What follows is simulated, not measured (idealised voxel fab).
process module | voxel capacitor over wiring
cross-section cut | 225 nm wide | cells 5 nm
A cross-section is a grid of square cells, given in bands from the top down. A band is one or more rows of cells.
Each band's line starts with the height of the band's top and of its bottom, in nm. Then come its materials from left to right, each with its width in nm. One material with "throughout" fills the band from edge to edge. "air" is empty space.
Height 0 is the level under which the wafer as received is all one material. The lowest band goes on downwards, as in "0 down".
A width such as "30 to 40" changes by the same amount from each row of cells to the next, from the band's top row to its bottom row.
"no change" after a step means that no cell of the cross-section changed.
closed voids: empty space of 8 cells or more with no open way to the top, each as width x height at its distance from the left edge, in nm
after a step's settings: what the simulator itself notes on the step
overlay nm, on a step with a mask: how far to the right of its planned place the mask lay; to the left if negative
plan
1 op RECEIVE | material Si
2 op CONFORMAL_DEP | material SiO2 | thk nm 10
3 op CONFORMAL_DEP | material SiCN | thk nm 5
4 op DIRECTIONAL_DEP | material SiO2 | thk nm 20
5 op PATTERN | tone open | mask id METAL_1 | material resist | width nm 30 | pitch nm 100 | thk nm 20 | overlay nm 0
6 op DIRECTIONAL_ETCH | etch materials SiO2 | depth nm 20
7 op DIRECTIONAL_ETCH | etch materials SiCN | depth nm 5
8 op STRIP | etch materials resist
9 op CONFORMAL_DEP | material TiN | thk nm 5
10 op FILL_DEP | material Cu | thk nm 10
11 op CMP | height nm 35
12 op EPI | material Ru | thk nm 5
13 op FILL_DEP | material SiCN | thk nm 5
14 op DIRECTIONAL_DEP | material lowk | thk nm 20
15 op PATTERN | tone open | mask id PLUG_1 | material resist | width nm 15 | thk nm 20 | overlay nm 0
16 op DIRECTIONAL_ETCH | etch materials lowk | depth nm 20
17 op DIRECTIONAL_ETCH | etch materials SiCN | depth nm 5
18 op STRIP | etch materials resist
19 op CONFORMAL_DEP | material TiN | thk nm 5
20 op FILL_DEP | material W | thk nm 10
21 op CMP | height nm 65
22 op DIRECTIONAL_DEP | material TiN | thk nm 10
23 op DIRECTIONAL_DEP | material Al2O3 | thk nm 5
24 op DIRECTIONAL_DEP | material TiN | thk nm 5
25 op MASKED_ETCH | tone cover | mask id UPPER_PLATE | width nm 75 | etch materials TiN | depth nm 5 | overlay nm 0
26 op MASKED_ETCH | tone cover | mask id UPPER_PLATE | width nm 75 | etch materials Al2O3 | depth nm 5 | overlay nm 0
27 op PATTERN | tone cover | mask id LOWER_PLATE | material resist | width nm 85 | thk nm 15 | overlay nm 0
28 op DIRECTIONAL_ETCH | etch materials TiN | depth nm 10
29 op STRIP | etch materials resist
30 op FILL_DEP | material SiO2 | thk nm 20
31 op CMP | height nm 100
32 op PATTERN | tone open | mask id PLUG_2 | material resist | width nm 15 | thk nm 15 | overlay nm 0
33 op DIRECTIONAL_ETCH | etch materials SiO2 | depth nm 15
34 op STRIP | etch materials resist
35 op CONFORMAL_DEP | material TiN | thk nm 5
36 op FILL_DEP | material W | thk nm 10
37 op CMP | height nm 100
38 op CONFORMAL_DEP | material SiN | thk nm 5
as received, after step 1
  0 down: Si throughout
  closed voids: none
a wafer at the end: this start, this plan, one mistake
  105 to 100: SiN throughout
  100 to 90: W 65 | TiN 5 | SiO2 15 | TiN 5 | W 135
  90 to 85: TiN 70 | SiO2 15 | TiN 140
  85 to 80: SiO2 60 | TiN 75 | SiO2 90
  80 to 75: SiO2 60 | Al2O3 75 | SiO2 90
  75 to 65: SiO2 55 | TiN 85 | SiO2 85
  65 to 45: lowk 60 | TiN 5 | W 5 | TiN 5 | lowk 150
  45 to 40: SiCN 60 | TiN 15 | SiCN 150
  40 to 35: SiCN 40 | Ru 40 | SiCN 60 | Ru 40 | SiCN 45
  35 to 15: SiO2 45 | TiN 5 | Cu 20 | TiN 5 | SiO2 70 | TiN 5 | Cu 20 | TiN 5 | SiO2 50
  15 to 10: SiCN 45 | TiN 30 | SiCN 70 | TiN 30 | SiCN 50
  10 to 0: SiO2 throughout
  0 down: Si throughout
  closed voids: none
what went wrong: step 32 ran as: op PATTERN | tone cover | mask id PLUG_2 | material resist | width nm 15 | thk nm 15 | overlay nm 0
